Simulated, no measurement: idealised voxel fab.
process module | voxel gate over fins
cross-section cut | 190 nm wide | cells 5 nm
A cross-section is a grid of square cells, given in bands from the top down. A band is one or more rows of cells.
Each band's line starts with the height of the band's top and of its bottom, in nm. Then come its materials from left to right, each with its width in nm. One material with "throughout" fills the band from edge to edge. "air" is empty space.
Height 0 is the level under which the wafer as received is all one material. The lowest band goes on downwards, as in "0 down".
A width such as "30 to 40" changes by the same amount from each row of cells to the next, from the band's top row to its bottom row.
"no change" after a step means that no cell of the cross-section changed.
closed voids: empty space of 8 cells or more with no open way to the top, each as width x height at its distance from the left edge, in nm
after a step's settings: what the simulator itself notes on the step
overlay nm, on a step with a mask: how far to the right of its planned place the mask lay; to the left if negative
plan
1 op RECEIVE | material Si
2 op CONFORMAL_DEP | material SiN | thk nm 10
3 op DIRECTIONAL_DEP | material aC | thk nm 15
4 op PATTERN | tone cover | mask id FINS | material resist | width nm 15 | pitch nm 40 | thk nm 30 | overlay nm 0
5 op DIRECTIONAL_ETCH | etch materials aC | depth nm 15
6 op STRIP | etch materials resist
7 op DIRECTIONAL_ETCH | etch materials SiN | depth nm 10
8 op DIRECTIONAL_ETCH | etch materials Si | depth nm 30
9 op STRIP | etch materials aC
10 op FILL_DEP | material SiO2 | thk nm 10
11 op CMP | height nm 10
12 op SELECTIVE_ETCH | etch materials SiO2 | depth nm 25
13 op STRIP | etch materials SiN
14 op CONFORMAL_DEP | material HfO2 | thk nm 5
15 op CONFORMAL_DEP | material TiN | thk nm 5
16 op CONFORMAL_DEP | material TiAl | thk nm 5
17 op CONFORMAL_DEP | material TiN | thk nm 5
18 op FILL_DEP | material W | thk nm 10
19 op CMP | height nm 25
20 op CONFORMAL_DEP | material SiCN | thk nm 5
first wafer, as planned
as received, after step 1
  0 down: Si throughout
  closed voids: none
after step 2
  10 to 0: SiN throughout
  below 0: unchanged
after step 3
  25 to 10: aC throughout
  below 10: unchanged
after step 4
  55 to 25: air 45 | resist 15 | air 25 | resist 15 | air 25 | resist 15 | air 50
  below 25: unchanged
after step 5
  40 to 25: air 45 | resist 15 | air 25 | resist 15 | air 25 | resist 15 | air 50
  25 to 10: air 45 | aC 15 | air 25 | aC 15 | air 25 | aC 15 | air 50
  below 10: unchanged
after step 6
  25 to 10: air 45 | aC 15 | air 25 | aC 15 | air 25 | aC 15 | air 50
  below 10: unchanged
after step 7
  25 to 10: air 45 | aC 15 | air 25 | aC 15 | air 25 | aC 15 | air 50
  10 to 0: air 45 | SiN 15 | air 25 | SiN 15 | air 25 | SiN 15 | air 50
  below 0: unchanged
after step 8
  25 to 10: air 45 | aC 15 | air 25 | aC 15 | air 25 | aC 15 | air 50
  10 to 0: air 45 | SiN 15 | air 25 | SiN 15 | air 25 | SiN 15 | air 50
  0 to -30: air 45 | Si 15 | air 25 | Si 15 | air 25 | Si 15 | air 50
  below -30: unchanged
after step 9
  10 to 0: air 45 | SiN 15 | air 25 | SiN 15 | air 25 | SiN 15 | air 50
  below 0: unchanged
after step 10
  20 to 10: SiO2 throughout
  10 to 0: SiO2 45 | SiN 15 | SiO2 25 | SiN 15 | SiO2 25 | SiN 15 | SiO2 50
  0 to -30: SiO2 45 | Si 15 | SiO2 25 | Si 15 | SiO2 25 | Si 15 | SiO2 50
  below -30: unchanged
after step 11
  10 to 0: SiO2 45 | SiN 15 | SiO2 25 | SiN 15 | SiO2 25 | SiN 15 | SiO2 50
  below 0: unchanged
after step 12
  10 to 0: air 45 | SiN 15 | air 25 | SiN 15 | air 25 | SiN 15 | air 50
  0 to -15: air 45 | Si 15 | air 25 | Si 15 | air 25 | Si 15 | air 50
  below -15: unchanged
after step 13
  0 to -15: air 45 | Si 15 | air 25 | Si 15 | air 25 | Si 15 | air 50
  below -15: unchanged
after step 14
  5 to 0: air 40 | HfO2 25 | air 15 | HfO2 25 | air 15 | HfO2 25 | air 45
  0 to -10: air 40 | HfO2 5 | Si 15 | HfO2 5 | air 15 | HfO2 5 | Si 15 | HfO2 5 | air 15 | HfO2 5 | Si 15 | HfO2 5 | air 45
  -10 to -15: HfO2 45 | Si 15 | HfO2 25 | Si 15 | HfO2 25 | Si 15 | HfO2 50
  below -15: unchanged
after step 15
  10 to 5: air 35 | TiN 35 | air 5 | TiN 35 | air 5 | TiN 35 | air 40
  5 to 0: air 35 | TiN 5 | HfO2 25 | TiN 5 | air 5 | TiN 5 | HfO2 25 | TiN 5 | air 5 | TiN 5 | HfO2 25 | TiN 5 | air 40
  0 to -5: air 35 | TiN 5 | HfO2 5 | Si 15 | HfO2 5 | TiN 5 | air 5 | TiN 5 | HfO2 5 | Si 15 | HfO2 5 | TiN 5 | air 5 | TiN 5 | HfO2 5 | Si 15 | HfO2 5 | TiN 5 | air 40
  -5 to -10: TiN 40 | HfO2 5 | Si 15 | HfO2 5 | TiN 15 | HfO2 5 | Si 15 | HfO2 5 | TiN 15 | HfO2 5 | Si 15 | HfO2 5 | TiN 45
  below -10: unchanged
after step 16
  15 to 10: air 30 | TiAl 125 | air 35
  10 to 5: air 30 | TiAl 5 | TiN 35 | TiAl 5 | TiN 35 | TiAl 5 | TiN 35 | TiAl 5 | air 35
  5 to 0: air 30 | TiAl 5 | TiN 5 | HfO2 25 | TiN 5 | TiAl 5 | TiN 5 | HfO2 25 | TiN 5 | TiAl 5 | TiN 5 | HfO2 25 | TiN 5 | TiAl 5 | air 35
  0 to -5: TiAl 35 | TiN 5 | HfO2 5 | Si 15 | HfO2 5 | TiN 5 | TiAl 5 | TiN 5 | HfO2 5 | Si 15 | HfO2 5 | TiN 5 | TiAl 5 | TiN 5 | HfO2 5 | Si 15 | HfO2 5 | TiN 5 | TiAl 40
  below -5: unchanged
after step 17
  20 to 15: air 25 | TiN 135 | air 30
  15 to 10: air 25 | TiN 5 | TiAl 125 | TiN 5 | air 30
  10 to 5: air 25 | TiN 5 | TiAl 5 | TiN 35 | TiAl 5 | TiN 35 | TiAl 5 | TiN 35 | TiAl 5 | TiN 5 | air 30
  5 to 0: TiN 30 | TiAl 5 | TiN 5 | HfO2 25 | TiN 5 | TiAl 5 | TiN 5 | HfO2 25 | TiN 5 | TiAl 5 | TiN 5 | HfO2 25 | TiN 5 | TiAl 5 | TiN 35
  below 0: unchanged
after step 18
  30 to 20: W throughout
  20 to 15: W 25 | TiN 135 | W 30
  15 to 10: W 25 | TiN 5 | TiAl 125 | TiN 5 | W 30
  10 to 5: W 25 | TiN 5 | TiAl 5 | TiN 35 | TiAl 5 | TiN 35 | TiAl 5 | TiN 35 | TiAl 5 | TiN 5 | W 30
  below 5: unchanged
after step 19
  25 to 20: W throughout
  below 20: unchanged
after step 20
  30 to 25: SiCN throughout
  below 25: unchanged
second wafer: like start, like plan, one mistake. Through step 9 it matches the first wafer
when step 10 should have ended
  20 to 10: HfO2 throughout
  10 to 0: HfO2 45 | SiN 15 | HfO2 25 | SiN 15 | HfO2 25 | SiN 15 | HfO2 50
  0 to -30: HfO2 45 | Si 15 | HfO2 25 | Si 15 | HfO2 25 | Si 15 | HfO2 50
  below -30: unchanged
when step 11 should have ended
  10 to 0: HfO2 45 | SiN 15 | HfO2 25 | SiN 15 | HfO2 25 | SiN 15 | HfO2 50
  below 0: unchanged
when step 12 should have ended: no change
when step 13 should have ended
  10 to 0: HfO2 45 | air 15 | HfO2 25 | air 15 | HfO2 25 | air 15 | HfO2 50
  below 0: unchanged
when step 14 should have ended
  15 to 5: HfO2 50 | air 5 | HfO2 35 | air 5 | HfO2 35 | air 5 | HfO2 55
  5 to 0: HfO2 throughout
  below 0: unchanged
when step 15 should have ended
  20 to 15: TiN throughout
  15 to 5: HfO2 50 | TiN 5 | HfO2 35 | TiN 5 | HfO2 35 | TiN 5 | HfO2 55
  below 5: unchanged
when step 16 should have ended
  25 to 20: TiAl throughout
  below 20: unchanged
when step 17 should have ended
  30 to 25: TiN throughout
  below 25: unchanged
when step 18 should have ended
  40 to 30: W throughout
  below 30: unchanged
when step 19 should have ended
  25 to 20: TiAl throughout
  below 20: unchanged
when step 20 should have ended
  30 to 25: SiCN throughout
  below 25: unchanged
what went wrong: step 10 ran as: op FILL_DEP | material HfO2 | thk nm 10
at the end the second wafer has, in cells: 226 more of HfO2 | 87 fewer of SiO2 | 12 fewer of TiAl | 56 fewer of TiN | 71 fewer of W
